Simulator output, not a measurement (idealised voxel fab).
Presented below is a process module, voxel gate over fins.
The figure presents cross-section cut, which has a width of 210 nm and is divided into square cells with an edge length of 5 nm.
We lay out every cross-section as a grid of square cells and spell it out in bands from the top down, where one band means one or more rows of cells. Band: top and bottom heights (nm) first, top before bottom; then materials from left to right, widths in nm. "all across" marks a sole material filling the band edge to edge. "blank" denotes empty space. Heights are expressed relative to 0, this being the level below which the as-received wafer comprises one material exclusively. The lowest band is unbounded in the downward direction and is denoted as in "top 0, no bottom". Width "30 to 40": first value at the band's top row of cells, second value at its bottom row, equal change from row to row. Take "all unchanged" at face value: in the step it is given for, the cross-section changed in none of its cells. Any empty space of 8 cells or more lacking an open way to the top shows up in "Fully sealed voids" as width x height at distance, distance from the left edge, in nm. That trailing text on a step's line, after the settings, is the simulator's own remark on the step. A step's line can hold "overlay nm"; with a mask on that step, the setting says how far right of the planned place the mask lay, while a negative setting says it lay to the left.

Steps planned for the process
| 1 | RECEIVE (material Si) |
| 2 | CONFORMAL_DEP (material SiN; thk nm 5) |
| 3 | DIRECTIONAL_DEP (material aC; thk nm 10) |
| 4 | PATTERN (tone cover; mask id FINS; material resist; width nm 15; pitch nm 35; thk nm 30; overlay nm 0) |
| 5 | DIRECTIONAL_ETCH (etch materials aC; depth nm 10) |
| 6 | STRIP (etch materials resist) |
| 7 | DIRECTIONAL_ETCH (etch materials SiN; depth nm 5) |
| 8 | DIRECTIONAL_ETCH (etch materials Si; depth nm 35) |
| 9 | STRIP (etch materials aC) |
| 10 | OXIDIZE (depth nm 5) |
| 11 | FILL_DEP (material SiO2; thk nm 15) |
| 12 | CMP (height nm 5) |
| 13 | SELECTIVE_ETCH (etch materials SiO2; depth nm 20) |
| 14 | STRIP (etch materials SiN) |
| 15 | CONFORMAL_DEP (material HfO2; thk nm 5) |
| 16 | CONFORMAL_DEP (material TiN; thk nm 5) |
| 17 | CONFORMAL_DEP (material TiAl; thk nm 5) |
| 18 | CONFORMAL_DEP (material TiN; thk nm 5) |
| 19 | FILL_DEP (material W; thk nm 15) |
| 20 | CMP (height nm 30) |
| 21 | CONFORMAL_DEP (material SiN; thk nm 5) |

Of two wafers, the first: run according to plan

Cross-section of the incoming wafer, state after step 1
  top 0, no bottom  Si all across
  Fully sealed voids: none

Once step 2 is through, the wafer looks like this in cross-section
  top 5, bottom 0  SiN all across
  All layers under 0 are left as they were.

Once step 3 is through, the wafer looks like this in cross-section
  top 15, bottom 5  aC all across
  All layers under 5 are left as they were.

Once step 4 is through, the wafer looks like this in cross-section
  top 45, bottom 15  blank=45 / resist=15 / blank=20 / resist=15 / blank=20 / resist=15 / blank=20 / resist=15 / blank=45
  All layers under 15 are left as they were.

Once step 5 is through, the wafer looks like this in cross-section
  top 35, bottom 15  blank=45 / resist=15 / blank=20 / resist=15 / blank=20 / resist=15 / blank=20 / resist=15 / blank=45
  top 15, bottom 5  blank=45 / aC=15 / blank=20 / aC=15 / blank=20 / aC=15 / blank=20 / aC=15 / blank=45
  All layers under 5 are left as they were.

Once step 6 is through, the wafer looks like this in cross-section
  top 15, bottom 5  blank=45 / aC=15 / blank=20 / aC=15 / blank=20 / aC=15 / blank=20 / aC=15 / blank=45
  All layers under 5 are left as they were.

Once step 7 is through, the wafer looks like this in cross-section
  top 15, bottom 5  blank=45 / aC=15 / blank=20 / aC=15 / blank=20 / aC=15 / blank=20 / aC=15 / blank=45
  top 5, bottom 0  blank=45 / SiN=15 / blank=20 / SiN=15 / blank=20 / SiN=15 / blank=20 / SiN=15 / blank=45
  All layers under 0 are left as they were.

Once step 8 is through, the wafer looks like this in cross-section
  top 15, bottom 5  blank=45 / aC=15 / blank=20 / aC=15 / blank=20 / aC=15 / blank=20 / aC=15 / blank=45
  top 5, bottom 0  blank=45 / SiN=15 / blank=20 / SiN=15 / blank=20 / SiN=15 / blank=20 / SiN=15 / blank=45
  top 0, bottom -35  blank=45 / Si=15 / blank=20 / Si=15 / blank=20 / Si=15 / blank=20 / Si=15 / blank=45
  All layers under -35 are left as they were.

Once step 9 is through, the wafer looks like this in cross-section
  top 5, bottom 0  blank=45 / SiN=15 / blank=20 / SiN=15 / blank=20 / SiN=15 / blank=20 / SiN=15 / blank=45
  All layers under 0 are left as they were.

Once step 10 is through, the wafer looks like this in cross-section
  top 5, bottom 0  blank=45 / SiN=15 / blank=20 / SiN=15 / blank=20 / SiN=15 / blank=20 / SiN=15 / blank=45
  top 0, bottom -35  blank=45 / SiO2=5 / Si=5 / SiO2=5 / blank=20 / SiO2=5 / Si=5 / SiO2=5 / blank=20 / SiO2=5 / Si=5 / SiO2=5 / blank=20 / SiO2=5 / Si=5 / SiO2=5 / blank=45
  top -35, bottom -40  SiO2=50 / Si=5 / SiO2=30 / Si=5 / SiO2=30 / Si=5 / SiO2=30 / Si=5 / SiO2=50
  All layers under -40 are left as they were.

Once step 11 is through, the wafer looks like this in cross-section
  top 20, bottom 5  SiO2 all across
  top 5, bottom 0  SiO2=45 / SiN=15 / SiO2=20 / SiN=15 / SiO2=20 / SiN=15 / SiO2=20 / SiN=15 / SiO2=45
  top 0, bottom -40  SiO2=50 / Si=5 / SiO2=30 / Si=5 / SiO2=30 / Si=5 / SiO2=30 / Si=5 / SiO2=50
  All layers under -40 are left as they were.

Once step 12 is through, the wafer looks like this in cross-section
  top 5, bottom 0  SiO2=45 / SiN=15 / SiO2=20 / SiN=15 / SiO2=20 / SiN=15 / SiO2=20 / SiN=15 / SiO2=45
  All layers under 0 are left as they were.

Once step 13 is through, the wafer looks like this in cross-section
  top 5, bottom 0  blank=45 / SiN=15 / blank=20 / SiN=15 / blank=20 / SiN=15 / blank=20 / SiN=15 / blank=45
  top 0, bottom -15  blank=50 / Si=5 / blank=30 / Si=5 / blank=30 / Si=5 / blank=30 / Si=5 / blank=50
  All layers under -15 are left as they were.

Once step 14 is through, the wafer looks like this in cross-section
  top 0, bottom -15  blank=50 / Si=5 / blank=30 / Si=5 / blank=30 / Si=5 / blank=30 / Si=5 / blank=50
  All layers under -15 are left as they were.

Once step 15 is through, the wafer looks like this in cross-section
  top 5, bottom 0  blank=45 / HfO2=15 / blank=20 / HfO2=15 / blank=20 / HfO2=15 / blank=20 / HfO2=15 / blank=45
  top 0, bottom -10  blank=45 / HfO2=5 / Si=5 / HfO2=5 / blank=20 / HfO2=5 / Si=5 / HfO2=5 / blank=20 / HfO2=5 / Si=5 / HfO2=5 / blank=20 / HfO2=5 / Si=5 / HfO2=5 / blank=45
  top -10, bottom -15  HfO2=50 / Si=5 / HfO2=30 / Si=5 / HfO2=30 / Si=5 / HfO2=30 / Si=5 / HfO2=50
  All layers under -15 are left as they were.

Once step 16 is through, the wafer looks like this in cross-section
  top 10, bottom 5  blank=40 / TiN=25 / blank=10 / TiN=25 / blank=10 / TiN=25 / blank=10 / TiN=25 / blank=40
  top 5, bottom 0  blank=40 / TiN=5 / HfO2=15 / TiN=5 / blank=10 / TiN=5 / HfO2=15 / TiN=5 / blank=10 / TiN=5 / HfO2=15 / TiN=5 / blank=10 / TiN=5 / HfO2=15 / TiN=5 / blank=40
  top 0, bottom -5  blank=40 / TiN=5 / HfO2=5 / Si=5 / HfO2=5 / TiN=5 / blank=10 / TiN=5 / HfO2=5 / Si=5 / HfO2=5 / TiN=5 / blank=10 / TiN=5 / HfO2=5 / Si=5 / HfO2=5 / TiN=5 / blank=10 / TiN=5 / HfO2=5 / Si=5 / HfO2=5 / TiN=5 / blank=40
  top -5, bottom -10  TiN=45 / HfO2=5 / Si=5 / HfO2=5 / TiN=20 / HfO2=5 / Si=5 / HfO2=5 / TiN=20 / HfO2=5 / Si=5 / HfO2=5 / TiN=20 / HfO2=5 / Si=5 / HfO2=5 / TiN=45
  All layers under -10 are left as they were.

Once step 17 is through, the wafer looks like this in cross-section
  top 15, bottom 10  blank=35 / TiAl=140 / blank=35
  top 10, bottom 5  blank=35 / TiAl=5 / TiN=25 / TiAl=10 / TiN=25 / TiAl=10 / TiN=25 / TiAl=10 / TiN=25 / TiAl=5 / blank=35
  top 5, bottom 0  blank=35 / TiAl=5 / TiN=5 / HfO2=15 / TiN=5 / TiAl=10 / TiN=5 / HfO2=15 / TiN=5 / TiAl=10 / TiN=5 / HfO2=15 / TiN=5 / TiAl=10 / TiN=5 / HfO2=15 / TiN=5 / TiAl=5 / blank=35
  top 0, bottom -5  TiAl=40 / TiN=5 / HfO2=5 / Si=5 / HfO2=5 / TiN=5 / TiAl=10 / TiN=5 / HfO2=5 / Si=5 / HfO2=5 / TiN=5 / TiAl=10 / TiN=5 / HfO2=5 / Si=5 / HfO2=5 / TiN=5 / TiAl=10 / TiN=5 / HfO2=5 / Si=5 / HfO2=5 / TiN=5 / TiAl=40
  All layers under -5 are left as they were.

Once step 18 is through, the wafer looks like this in cross-section
  top 20, bottom 15  blank=30 / TiN=150 / blank=30
  top 15, bottom 10  blank=30 / TiN=5 / TiAl=140 / TiN=5 / blank=30
  top 10, bottom 5  blank=30 / TiN=5 / TiAl=5 / TiN=25 / TiAl=10 / TiN=25 / TiAl=10 / TiN=25 / TiAl=10 / TiN=25 / TiAl=5 / TiN=5 / blank=30
  top 5, bottom 0  TiN=35 / TiAl=5 / TiN=5 / HfO2=15 / TiN=5 / TiAl=10 / TiN=5 / HfO2=15 / TiN=5 / TiAl=10 / TiN=5 / HfO2=15 / TiN=5 / TiAl=10 / TiN=5 / HfO2=15 / TiN=5 / TiAl=5 / TiN=35
  All layers under 0 are left as they were.

Once step 19 is through, the wafer looks like this in cross-section
  top 35, bottom 20  W all across
  top 20, bottom 15  W=30 / TiN=150 / W=30
  top 15, bottom 10  W=30 / TiN=5 / TiAl=140 / TiN=5 / W=30
  top 10, bottom 5  W=30 / TiN=5 / TiAl=5 / TiN=25 / TiAl=10 / TiN=25 / TiAl=10 / TiN=25 / TiAl=10 / TiN=25 / TiAl=5 / TiN=5 / W=30
  All layers under 5 are left as they were.

Once step 20 is through, the wafer looks like this in cross-section
  top 30, bottom 20  W all across
  All layers under 20 are left as they were.

Once step 21 is through, the wafer looks like this in cross-section
  top 35, bottom 30  SiN all across
  All layers under 30 are left as they were.

Wafer two of two - same starting point, same process plan, one mistake in execution; matches wafer one up to and including step 15

Second wafer, sectioned view, at step 16's planned end time
  top 20, bottom 5  blank=30 / TiN=150 / blank=30
  top 5, bottom 0  TiN=45 / HfO2=15 / TiN=20 / HfO2=15 / TiN=20 / HfO2=15 / TiN=20 / HfO2=15 / TiN=45
  top 0, bottom -10  TiN=45 / HfO2=5 / Si=5 / HfO2=5 / TiN=20 / HfO2=5 / Si=5 / HfO2=5 / TiN=20 / HfO2=5 / Si=5 / HfO2=5 / TiN=20 / HfO2=5 / Si=5 / HfO2=5 / TiN=45
  All layers under -10 are left as they were.

Second wafer, sectioned view, at step 17's planned end time
  top 25, bottom 20  blank=25 / TiAl=160 / blank=25
  top 20, bottom 10  blank=25 / TiAl=5 / TiN=150 / TiAl=5 / blank=25
  top 10, bottom 5  TiAl=30 / TiN=150 / TiAl=30
  All layers under 5 are left as they were.

Second wafer, sectioned view, at step 18's planned end time
  top 30, bottom 25  blank=20 / TiN=170 / blank=20
  top 25, bottom 20  blank=20 / TiN=5 / TiAl=160 / TiN=5 / blank=20
  top 20, bottom 15  blank=20 / TiN=5 / TiAl=5 / TiN=150 / TiAl=5 / TiN=5 / blank=20
  top 15, bottom 10  TiN=25 / TiAl=5 / TiN=150 / TiAl=5 / TiN=25
  All layers under 10 are left as they were.

Second wafer, sectioned view, at step 19's planned end time
  top 45, bottom 30  W all across
  top 30, bottom 25  W=20 / TiN=170 / W=20
  top 25, bottom 20  W=20 / TiN=5 / TiAl=160 / TiN=5 / W=20
  top 20, bottom 15  W=20 / TiN=5 / TiAl=5 / TiN=150 / TiAl=5 / TiN=5 / W=20
  All layers under 15 are left as they were.

Second wafer, sectioned view, at step 20's planned end time
  top 30, bottom 25  W=20 / TiN=170 / W=20
  All layers under 25 are left as they were.

Second wafer, sectioned view, at step 21's planned end time
  top 35, bottom 30  SiN all across
  All layers under 30 are left as they were.
What broke from the plan during processing? contrary to plan, step 16 was performed as CONFORMAL_DEP (material TiN; thk nm 15)
End check, counted in cells, second wafer has more or fewer of these materials than the first: 18 fewer of TiAl, 114 more of TiN, 96 fewer of W
